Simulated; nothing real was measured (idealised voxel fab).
process module | voxel self aligned vias
cross-section cut | 165 nm wide | cells 5 nm
A cross-section is a grid of square cells, given in bands from the top down. A band is one or more rows of cells.
Each band's line starts with the height of the band's top and of its bottom, in nm. Then come its materials from left to right, each with its width in nm. One material with "throughout" fills the band from edge to edge. "air" is empty space.
Height 0 is the level under which the wafer as received is all one material. The lowest band goes on downwards, as in "0 down".
A width such as "30 to 40" changes by the same amount from each row of cells to the next, from the band's top row to its bottom row.
"no change" after a step means that no cell of the cross-section changed.
closed voids: empty space of 8 cells or more with no open way to the top, each as width x height at its distance from the left edge, in nm
after a step's settings: what the simulator itself notes on the step
overlay nm, on a step with a mask: how far to the right of its planned place the mask lay; to the left if negative
plan
1 op RECEIVE | material Si
2 op CONFORMAL_DEP | material SiO2 | thk nm 15
3 op CONFORMAL_DEP | material SiCN | thk nm 5
4 op DIRECTIONAL_DEP | material lowk | thk nm 30
5 op PATTERN | tone open | mask id LINES | material resist | width nm 30 | pitch nm 80 | thk nm 20 | overlay nm 0
6 op DIRECTIONAL_ETCH | etch materials lowk | depth nm 30
7 op STRIP | etch materials resist
8 op CONFORMAL_DEP | material TiN | thk nm 5
9 op FILL_DEP | material W | thk nm 10
10 op CMP | height nm 50
11 op SELECTIVE_ETCH | etch materials W Ru TiN | depth nm 10
12 op FILL_DEP | material SiN | thk nm 5
13 op CMP | height nm 50
14 op DIRECTIONAL_DEP | material lowk | thk nm 20
15 op DIRECTIONAL_DEP | material aC | thk nm 10
16 op PATTERN | tone open | mask id VIAS | material resist | width nm 50 | pitch nm 80 | thk nm 30 | overlay nm 0
17 op DIRECTIONAL_ETCH | etch materials aC | depth nm 10
18 op STRIP | etch materials resist
19 op DIRECTIONAL_ETCH | etch materials lowk | depth nm 20
20 op DIRECTIONAL_ETCH | etch materials SiN | depth nm 10
21 op STRIP | etch materials aC
22 op CONFORMAL_DEP | material TiN | thk nm 5
23 op FILL_DEP | material W | thk nm 10
24 op CMP | height nm 70
25 op CONFORMAL_DEP | material SiCN | thk nm 5
first wafer, as planned
as received, after step 1
  0 down: Si throughout
  closed voids: none
after step 2
  15 to 0: SiO2 throughout
  below 0: unchanged
after step 3
  20 to 15: SiCN throughout
  below 15: unchanged
after step 4
  50 to 20: lowk throughout
  below 20: unchanged
after step 5
  70 to 50: resist 25 | air 30 | resist 50 | air 30 | resist 30
  below 50: unchanged
after step 6
  70 to 50: resist 25 | air 30 | resist 50 | air 30 | resist 30
  50 to 20: lowk 25 | air 30 | lowk 50 | air 30 | lowk 30
  below 20: unchanged
after step 7
  50 to 20: lowk 25 | air 30 | lowk 50 | air 30 | lowk 30
  below 20: unchanged
after step 8
  55 to 50: TiN 30 | air 20 | TiN 60 | air 20 | TiN 35
  50 to 25: lowk 25 | TiN 5 | air 20 | TiN 5 | lowk 50 | TiN 5 | air 20 | TiN 5 | lowk 30
  25 to 20: lowk 25 | TiN 30 | lowk 50 | TiN 30 | lowk 30
  below 20: unchanged
after step 9
  65 to 55: W throughout
  55 to 50: TiN 30 | W 20 | TiN 60 | W 20 | TiN 35
  50 to 25: lowk 25 | TiN 5 | W 20 | TiN 5 | lowk 50 | TiN 5 | W 20 | TiN 5 | lowk 30
  below 25: unchanged
after step 10
  50 to 25: lowk 25 | TiN 5 | W 20 | TiN 5 | lowk 50 | TiN 5 | W 20 | TiN 5 | lowk 30
  below 25: unchanged
after step 11
  50 to 40: lowk 25 | air 30 | lowk 50 | air 30 | lowk 30
  below 40: unchanged
after step 12
  55 to 50: SiN throughout
  50 to 40: lowk 25 | SiN 30 | lowk 50 | SiN 30 | lowk 30
  below 40: unchanged
after step 13
  50 to 40: lowk 25 | SiN 30 | lowk 50 | SiN 30 | lowk 30
  below 40: unchanged
after step 14
  70 to 50: lowk throughout
  below 50: unchanged
after step 15
  80 to 70: aC throughout
  below 70: unchanged
after step 16
  110 to 80: resist 15 | air 50 | resist 30 | air 50 | resist 20
  below 80: unchanged
after step 17
  100 to 80: resist 15 | air 50 | resist 30 | air 50 | resist 20
  80 to 70: aC 15 | air 50 | aC 30 | air 50 | aC 20
  below 70: unchanged
after step 18
  80 to 70: aC 15 | air 50 | aC 30 | air 50 | aC 20
  below 70: unchanged
after step 19
  80 to 70: aC 15 | air 50 | aC 30 | air 50 | aC 20
  70 to 50: lowk 15 | air 50 | lowk 30 | air 50 | lowk 20
  below 50: unchanged
after step 20
  80 to 70: aC 15 | air 50 | aC 30 | air 50 | aC 20
  70 to 50: lowk 15 | air 50 | lowk 30 | air 50 | lowk 20
  50 to 40: lowk 25 | air 30 | lowk 50 | air 30 | lowk 30
  below 40: unchanged
after step 21
  70 to 50: lowk 15 | air 50 | lowk 30 | air 50 | lowk 20
  below 50: unchanged
after step 22
  75 to 70: TiN 20 | air 40 | TiN 40 | air 40 | TiN 25
  70 to 55: lowk 15 | TiN 5 | air 40 | TiN 5 | lowk 30 | TiN 5 | air 40 | TiN 5 | lowk 20
  55 to 45: lowk 15 to 25 | TiN 15 to 5 | air 20 | TiN 15 to 5 | lowk 30 to 50 | TiN 15 to 5 | air 20 | TiN 15 to 5 | lowk 20 to 30
  45 to 40: lowk 25 | TiN 30 | lowk 50 | TiN 30 | lowk 30
  below 40: unchanged
after step 23
  85 to 75: W throughout
  75 to 70: TiN 20 | W 40 | TiN 40 | W 40 | TiN 25
  70 to 55: lowk 15 | TiN 5 | W 40 | TiN 5 | lowk 30 | TiN 5 | W 40 | TiN 5 | lowk 20
  55 to 45: lowk 15 to 25 | TiN 15 to 5 | W 20 | TiN 15 to 5 | lowk 30 to 50 | TiN 15 to 5 | W 20 | TiN 15 to 5 | lowk 20 to 30
  below 45: unchanged
after step 24
  70 to 55: lowk 15 | TiN 5 | W 40 | TiN 5 | lowk 30 | TiN 5 | W 40 | TiN 5 | lowk 20
  below 55: unchanged
after step 25
  75 to 70: SiCN throughout
  below 70: unchanged
second wafer: like start, like plan, one mistake. Through step 2 it matches the first wafer
when step 3 should have ended: no change
when step 4 should have ended
  45 to 15: lowk throughout
  below 15: unchanged
when step 5 should have ended
  65 to 45: resist 25 | air 30 | resist 50 | air 30 | resist 30
  below 45: unchanged
when step 6 should have ended
  65 to 45: resist 25 | air 30 | resist 50 | air 30 | resist 30
  45 to 15: lowk 25 | air 30 | lowk 50 | air 30 | lowk 30
  below 15: unchanged
when step 7 should have ended
  45 to 15: lowk 25 | air 30 | lowk 50 | air 30 | lowk 30
  below 15: unchanged
when step 8 should have ended
  50 to 45: TiN 30 | air 20 | TiN 60 | air 20 | TiN 35
  45 to 20: lowk 25 | TiN 5 | air 20 | TiN 5 | lowk 50 | TiN 5 | air 20 | TiN 5 | lowk 30
  20 to 15: lowk 25 | TiN 30 | lowk 50 | TiN 30 | lowk 30
  below 15: unchanged
when step 9 should have ended
  60 to 50: W throughout
  50 to 45: TiN 30 | W 20 | TiN 60 | W 20 | TiN 35
  45 to 20: lowk 25 | TiN 5 | W 20 | TiN 5 | lowk 50 | TiN 5 | W 20 | TiN 5 | lowk 30
  below 20: unchanged
when step 10 should have ended
  50 to 45: TiN 30 | W 20 | TiN 60 | W 20 | TiN 35
  below 45: unchanged
when step 11 should have ended
  45 to 40: lowk 25 | air 30 | lowk 50 | air 30 | lowk 30
  below 40: unchanged
when step 12 should have ended
  50 to 45: SiN throughout
  45 to 40: lowk 25 | SiN 30 | lowk 50 | SiN 30 | lowk 30
  below 40: unchanged
when step 13 should have ended: no change
when step 14 should have ended
  70 to 50: lowk throughout
  below 50: unchanged
when step 15 should have ended
  80 to 70: aC throughout
  below 70: unchanged
when step 16 should have ended
  110 to 80: resist 15 | air 50 | resist 30 | air 50 | resist 20
  below 80: unchanged
when step 17 should have ended
  100 to 80: resist 15 | air 50 | resist 30 | air 50 | resist 20
  80 to 70: aC 15 | air 50 | aC 30 | air 50 | aC 20
  below 70: unchanged
when step 18 should have ended
  80 to 70: aC 15 | air 50 | aC 30 | air 50 | aC 20
  below 70: unchanged
when step 19 should have ended
  80 to 70: aC 15 | air 50 | aC 30 | air 50 | aC 20
  70 to 50: lowk 15 | air 50 | lowk 30 | air 50 | lowk 20
  below 50: unchanged
when step 20 should have ended
  80 to 70: aC 15 | air 50 | aC 30 | air 50 | aC 20
  70 to 50: lowk 15 | air 50 | lowk 30 | air 50 | lowk 20
  50 to 45: SiN 15 | air 50 | SiN 30 | air 50 | SiN 20
  45 to 40: lowk 25 | air 30 | lowk 50 | air 30 | lowk 30
  below 40: unchanged
when step 21 should have ended
  70 to 50: lowk 15 | air 50 | lowk 30 | air 50 | lowk 20
  below 50: unchanged
when step 22 should have ended
  75 to 70: TiN 20 | air 40 | TiN 40 | air 40 | TiN 25
  70 to 50: lowk 15 | TiN 5 | air 40 | TiN 5 | lowk 30 | TiN 5 | air 40 | TiN 5 | lowk 20
  50 to 45: SiN 15 | TiN 15 | air 20 | TiN 15 | SiN 30 | TiN 15 | air 20 | TiN 15 | SiN 20
  45 to 40: lowk 25 | TiN 30 | lowk 50 | TiN 30 | lowk 30
  below 40: unchanged
when step 23 should have ended
  85 to 75: W throughout
  75 to 70: TiN 20 | W 40 | TiN 40 | W 40 | TiN 25
  70 to 50: lowk 15 | TiN 5 | W 40 | TiN 5 | lowk 30 | TiN 5 | W 40 | TiN 5 | lowk 20
  50 to 45: SiN 15 | TiN 15 | W 20 | TiN 15 | SiN 30 | TiN 15 | W 20 | TiN 15 | SiN 20
  below 45: unchanged
when step 24 should have ended
  70 to 50: lowk 15 | TiN 5 | W 40 | TiN 5 | lowk 30 | TiN 5 | W 40 | TiN 5 | lowk 20
  below 50: unchanged
when step 25 should have ended
  75 to 70: SiCN throughout
  below 70: unchanged
what went wrong: step 3 was left out
at the end the second wafer has, in cells: 33 fewer of SiCN | 13 more of SiN | 4 more of TiN | 16 more of W
